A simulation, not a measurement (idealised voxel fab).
This section sets out a process module, namely voxel self aligned contacts.
The cross-section on display is named cut; it measures 220 nm wide, and its cells are 5 nm squares.
Format of a cross-section: grid, square cells. Given as bands. Order: top down. Band: one or more rows of cells.
What a band's entry tells you: where the top is and where the bottom is, as heights in nm, and after that what lies inside, material by material from left to right, each with its width in nm. Empty space is written as the word "air", and a single material marked with the word "full width" occupies the band from edge to edge.
For the purposes of this specification, 0 denotes the height below which the wafer in its as-received condition is composed wholly of one material, and the lowermost band, lacking a lower limit, extends downward without end, as expressed in "top 0, no bottom".
A width given as "30->40" starts at the first number in the band's top row and ends at the second number in its bottom row, shifting by an equal amount at every step from row to row.
"nothing was modified" for a step: no cell of the cross-section changed in that step.
Each empty space that has no open way to the top and spans at least 8 cells appears under "Closed void register" as width x height at distance, the distance counted from the left edge, all in nm.
If you see something after the settings on a step's line, that's the simulator's own remark about that step.
If you see "overlay nm" on a step's line and that step has a mask, it's telling you how far right of where it was planned the mask ended up; a negative number means it went left instead.
[List of planned process steps]
1) RECEIVE, material Si
2) CONFORMAL_DEP, material SiO2, thk nm 5
3) DIRECTIONAL_DEP, material polySi, thk nm 25
4) DIRECTIONAL_DEP, material SiN, thk nm 25
5) PATTERN, tone cover, mask id GATE, material resist, width nm 20, pitch nm 75, thk nm 20, overlay nm 0
6) DIRECTIONAL_ETCH, etch materials SiN, depth nm 25
7) DIRECTIONAL_ETCH, etch materials polySi, depth nm 25
8) STRIP, etch materials resist
9) CONFORMAL_DEP, material SiN, thk nm 10
10) DIRECTIONAL_ETCH, etch materials SiN, depth nm 10
11) FILL_DEP, material SiO2, thk nm 15
12) CMP, height nm 60
13) MASKED_ETCH, tone open, mask id CONTACT, width nm 55, etch materials SiO2, depth nm 60, overlay nm 0
14) CONFORMAL_DEP, material TiN, thk nm 5
15) FILL_DEP, material W, thk nm 5
16) CMP, height nm 60
17) CONFORMAL_DEP, material SiCN, thk nm 5
All wafers enter the flow in the same state. The width nm at step 5 differs from wafer to wafer, and the plan gives the value for the first wafer.
[First wafer of several, as received: cross-section after step 1]
top 0, no bottom  Si full width
Closed void register: none
[Per wafer, end of module: cells gained (+) or lost (-) per material since receipt, then closed voids]
width nm 20, +44 SiCN, +120 SiN, +280 SiO2, +33 TiN, +55 W, +40 polySi, Closed void register: none
width nm 25, +44 SiCN, +130 SiN, +271 SiO2, +33 TiN, +44 W, +50 polySi, Closed void register: none
width nm 30, +44 SiCN, +140 SiN, +262 SiO2, +33 TiN, +33 W, +60 polySi, Closed void register: none
width nm 35, +44 SiCN, +150 SiN, +253 SiO2, +33 TiN, +22 W, +70 polySi, Closed void register: none
width nm 40, +44 SiCN, +160 SiN, +244 SiO2, +33 TiN, +11 W, +80 polySi, Closed void register: none
width nm 45, +44 SiCN, +170 SiN, +235 SiO2, +33 TiN, +90 polySi, Closed void register: none
